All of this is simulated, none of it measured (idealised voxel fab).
The following process module bears the name voxel transistor to metal.
Cross-section cut: width 290 nm, square cells of 5 nm.
When this document writes out a cross-section, it uses a grid of square cells and lists it as bands, beginning at the top and moving down, with a band standing for one or more rows of cells.
Heights first: top, then bottom, in nm. Then materials, left to right, each with a width in nm. "all across" on a single material: fills the band edge to edge. "blank": empty space.
We count height from 0. Below that, the starting wafer is all one material. The lowest band never ends at the bottom but goes on down; see "0..down" for how that is written.
Width: "30 to 40" (first number = top row, second number = bottom row, same change from row to row of cells).
A step reported as "no change occurred" is a step in which no cell of the cross-section changed.
"Tabulated closed voids" specifies each empty space that is not open to the top and that occupies no fewer than 8 cells, using the form width x height at distance, the distance measured from the left edge and all three quantities in nm.
Post-settings text on a step line: simulator's own remark regarding the step.
overlay nm: on a step with a mask, how far right of its planned place the mask lay; negative means left.

**Process steps foreseen in the plan**
1 RECEIVE | material Si
2 OXIDIZE | depth nm 5
3 CONFORMAL_DEP | material SiN | thk nm 10
4 PATTERN | tone cover | mask id ACTIVE | material resist | width nm 95 | pitch nm 115 | thk nm 20 | overlay nm 0
5 DIRECTIONAL_ETCH | etch materials SiN | depth nm 10
6 DIRECTIONAL_ETCH | etch materials SiO2 | depth nm 5
7 DIRECTIONAL_ETCH | etch materials Si | depth nm 35
8 STRIP | etch materials resist
9 FILL_DEP | material SiO2 | thk nm 10
10 CMP | height nm 10
11 SELECTIVE_ETCH | etch materials SiO2 | depth nm 10
12 STRIP | etch materials SiN
13 SELECTIVE_ETCH | etch materials SiO2 | depth nm 5
14 OXIDIZE | depth nm 5
15 DIRECTIONAL_DEP | material polySi | thk nm 30
16 DIRECTIONAL_DEP | material SiCN | thk nm 10
17 DIRECTIONAL_DEP | material aC | thk nm 15
18 PATTERN | tone cover | mask id GATE | material resist | width nm 25 | pitch nm 115 | thk nm 35 | overlay nm 0
19 DIRECTIONAL_ETCH | etch materials aC | depth nm 15
20 STRIP | etch materials resist
21 DIRECTIONAL_ETCH | etch materials SiCN | depth nm 20
22 DIRECTIONAL_ETCH | etch materials polySi | depth nm 40
23 STRIP | etch materials aC
24 CONFORMAL_DEP | material SiO2 | thk nm 5
25 DIRECTIONAL_ETCH | etch materials SiO2 | depth nm 5
26 CONFORMAL_DEP | material SiN | thk nm 10
27 DIRECTIONAL_ETCH | etch materials SiN | depth nm 10
28 DIRECTIONAL_ETCH | etch materials SiO2 | depth nm 5
29 DIRECTIONAL_ETCH | etch materials Si | depth nm 15
30 EPI | material nSi | thk nm 20
31 FILL_DEP | material SiO2 | thk nm 10
32 CMP | height nm 25
33 STRIP | etch materials polySi
34 SELECTIVE_ETCH | etch materials SiO2 | depth nm 5
35 CONFORMAL_DEP | material HfO2 | thk nm 5
36 CONFORMAL_DEP | material TiN | thk nm 5
37 FILL_DEP | material W | thk nm 5
38 CMP | height nm 20
39 DIRECTIONAL_DEP | material SiO2 | thk nm 10
40 PATTERN | tone open | mask id CONTACT | material resist | width nm 15 | thk nm 15 | overlay nm 0
41 DIRECTIONAL_ETCH | etch materials SiO2 | depth nm 20
42 STRIP | etch materials resist
43 CONFORMAL_DEP | material TiN | thk nm 5
44 FILL_DEP | material W | thk nm 5
45 CMP | height nm 30
46 CONFORMAL_DEP | material SiN | thk nm 5
47 DIRECTIONAL_DEP | material lowk | thk nm 20
48 MASKED_ETCH | tone open | mask id METAL_1 | width nm 15 | etch materials lowk | depth nm 20 | overlay nm 0
49 MASKED_ETCH | tone open | mask id METAL_1 | width nm 15 | etch materials SiN | depth nm 5 | overlay nm 0
50 CONFORMAL_DEP | material TiN | thk nm 5
51 FILL_DEP | material Ru | thk nm 10
52 CMP | height nm 55
53 CONFORMAL_DEP | material SiCN | thk nm 5
54 DIRECTIONAL_DEP | material lowk | thk nm 25
55 PATTERN | tone open | mask id METAL_2 | material resist | width nm 15 | pitch nm 115 | thk nm 15 | overlay nm 0
56 DIRECTIONAL_ETCH | etch materials lowk | depth nm 15
57 STRIP | etch materials resist
58 DIRECTIONAL_DEP | material aC | thk nm 15
59 PATTERN | tone open | mask id METAL_2_HOLES | material resist | width nm 15 | pitch nm 115 | thk nm 30 | overlay nm 0
60 DIRECTIONAL_ETCH | etch materials aC | depth nm 15
61 STRIP | etch materials resist
62 DIRECTIONAL_ETCH | etch materials lowk | depth nm 10
63 DIRECTIONAL_ETCH | etch materials SiCN | depth nm 5
64 STRIP | etch materials aC
65 CONFORMAL_DEP | material TiN | thk nm 5
66 FILL_DEP | material Ru | thk nm 5
67 CMP | height nm 85
68 CONFORMAL_DEP | material SiCN | thk nm 5

**So this is the incoming wafer in cross-section - it's already been through step 1**
- 0..down  Si all across
- Tabulated closed voids: none

**Cross-sectional view of the first of the two wafers upon completion of the module, processed in accordance with the plan**
- 90..85  SiCN all across
- 85..60  lowk 45, then TiN 5, then Ru 5, then TiN 5, then lowk 100, then TiN 5, then Ru 5, then TiN 5, then lowk 115
- 60..55  SiCN 45, then TiN 15, then SiCN 100, then TiN 15, then SiCN 115
- 55..35  lowk 45, then TiN 5, then Ru 5, then TiN 5, then lowk 55, then TiN 5, then Ru 5, then TiN 5, then lowk 30, then TiN 5, then Ru 5, then TiN 5, then lowk 55, then TiN 5, then Ru 5, then TiN 5, then lowk 45
- 35..30  SiN 45, then TiN 15, then SiN 55, then TiN 15, then SiN 30, then TiN 15, then SiN 55, then TiN 15, then SiN 45
- 30..20  SiO2 45, then TiN 5, then W 5, then TiN 5, then SiO2 55, then TiN 5, then W 5, then TiN 5, then SiO2 30, then TiN 5, then W 5, then TiN 5, then SiO2 55, then TiN 5, then W 5, then TiN 5, then SiO2 45
- 20..15  SiO2 45, then TiN 5, then W 5, then TiN 5, then SiN 10, then HfO2 5, then TiN 5, then W 15, then TiN 5, then HfO2 5, then SiN 10, then TiN 5, then W 5, then TiN 5, then SiO2 30, then TiN 5, then W 5, then TiN 5, then SiN 10, then HfO2 5, then TiN 5, then W 15, then TiN 5, then HfO2 5, then SiN 10, then TiN 5, then W 5, then TiN 5, then SiO2 45
- 15..10  SiO2 45, then TiN 15, then SiN 10, then HfO2 5, then TiN 5, then W 15, then TiN 5, then HfO2 5, then SiN 10, then TiN 15, then SiO2 30, then TiN 15, then SiN 10, then HfO2 5, then TiN 5, then W 15, then TiN 5, then HfO2 5, then SiN 10, then TiN 15, then SiO2 45
- 10..0  SiO2 40, then nSi 20, then SiN 10, then HfO2 5, then TiN 5, then W 15, then TiN 5, then HfO2 5, then SiN 10, then nSi 20, then SiO2 20, then nSi 20, then SiN 10, then HfO2 5, then TiN 5, then W 15, then TiN 5, then HfO2 5, then SiN 10, then nSi 20, then SiO2 40
- 0..-5  SiO2 40, then nSi 20, then SiN 10, then HfO2 5, then TiN 25, then HfO2 5, then SiN 10, then nSi 20, then SiO2 20, then nSi 20, then SiN 10, then HfO2 5, then TiN 25, then HfO2 5, then SiN 10, then nSi 20, then SiO2 40
- -5..-10  SiO2 35, then nSi 25, then SiO2 10, then HfO2 35, then SiO2 10, then nSi 25, then SiO2 10, then nSi 25, then SiO2 10, then HfO2 35, then SiO2 10, then nSi 25, then SiO2 35
- -10..-25  SiO2 40, then nSi 20, then Si 55, then nSi 20, then SiO2 20, then nSi 20, then Si 55, then nSi 20, then SiO2 40
- -25..-40  SiO2 40, then Si 95, then SiO2 20, then Si 95, then SiO2 40
- -40..down  Si all across
- Tabulated closed voids: none

**Now the second wafer, cross-sectioned at the end of the module. Nothing different at the start, nothing different in the plan compared with the first, just one mistake when it was actually run**
- 90..85  SiCN all across
- 85..60  lowk 45, then TiN 5, then Ru 5, then TiN 5, then lowk 100, then TiN 5, then Ru 5, then TiN 5, then lowk 115
- 60..55  SiCN 45, then TiN 15, then SiCN 100, then TiN 15, then SiCN 115
- 55..35  lowk 45, then TiN 5, then Ru 5, then TiN 5, then lowk 55, then TiN 5, then Ru 5, then TiN 5, then lowk 30, then TiN 5, then Ru 5, then TiN 5, then lowk 55, then TiN 5, then Ru 5, then TiN 5, then lowk 45
- 35..30  SiN 45, then TiN 15, then SiN 55, then TiN 15, then SiN 30, then TiN 15, then SiN 55, then TiN 15, then SiN 45
- 30..20  SiO2 45, then TiN 5, then W 5, then TiN 5, then SiO2 55, then TiN 5, then W 5, then TiN 5, then SiO2 30, then TiN 5, then W 5, then TiN 5, then SiO2 55, then TiN 5, then W 5, then TiN 5, then SiO2 45
- 20..15  SiO2 45, then TiN 5, then W 5, then TiN 5, then SiN 10, then lowk 5, then HfO2 5, then TiN 5, then W 5, then TiN 5, then HfO2 5, then lowk 5, then SiN 10, then TiN 5, then W 5, then TiN 5, then SiO2 30, then TiN 5, then W 5, then TiN 5, then SiN 10, then lowk 5, then HfO2 5, then TiN 5, then W 5, then TiN 5, then HfO2 5, then lowk 5, then SiN 10, then TiN 5, then W 5, then TiN 5, then SiO2 45
- 15..10  SiO2 45, then TiN 15, then SiN 10, then lowk 5, then HfO2 5, then TiN 5, then W 5, then TiN 5, then HfO2 5, then lowk 5, then SiN 10, then TiN 15, then SiO2 30, then TiN 15, then SiN 10, then lowk 5, then HfO2 5, then TiN 5, then W 5, then TiN 5, then HfO2 5, then lowk 5, then SiN 10, then TiN 15, then SiO2 45
- 10..0  SiO2 60, then SiN 10, then lowk 5, then HfO2 5, then TiN 5, then W 5, then TiN 5, then HfO2 5, then lowk 5, then SiN 10, then SiO2 60, then SiN 10, then lowk 5, then HfO2 5, then TiN 5, then W 5, then TiN 5, then HfO2 5, then lowk 5, then SiN 10, then SiO2 60
- 0..-5  lowk 75, then HfO2 5, then TiN 15, then HfO2 5, then lowk 90, then HfO2 5, then TiN 15, then HfO2 5, then lowk 75
- -5..-10  SiO2 70, then HfO2 35, then SiO2 80, then HfO2 35, then SiO2 70
- -10..-40  SiO2 40, then Si 95, then SiO2 20, then Si 95, then SiO2 40
- -40..down  Si all across
- Tabulated closed voids: none
Processing error: step 24 deviated from plan and actually ran as CONFORMAL_DEP | material lowk | thk nm 5
Upon completion, the second wafer contains, in terms of cells, a greater or smaller amount of certain materials than the first wafer: 48 more of Si | 8 fewer of SiN | 32 more of SiO2 | 4 fewer of TiN | 16 fewer of W | 64 more of lowk | 116 fewer of nSi
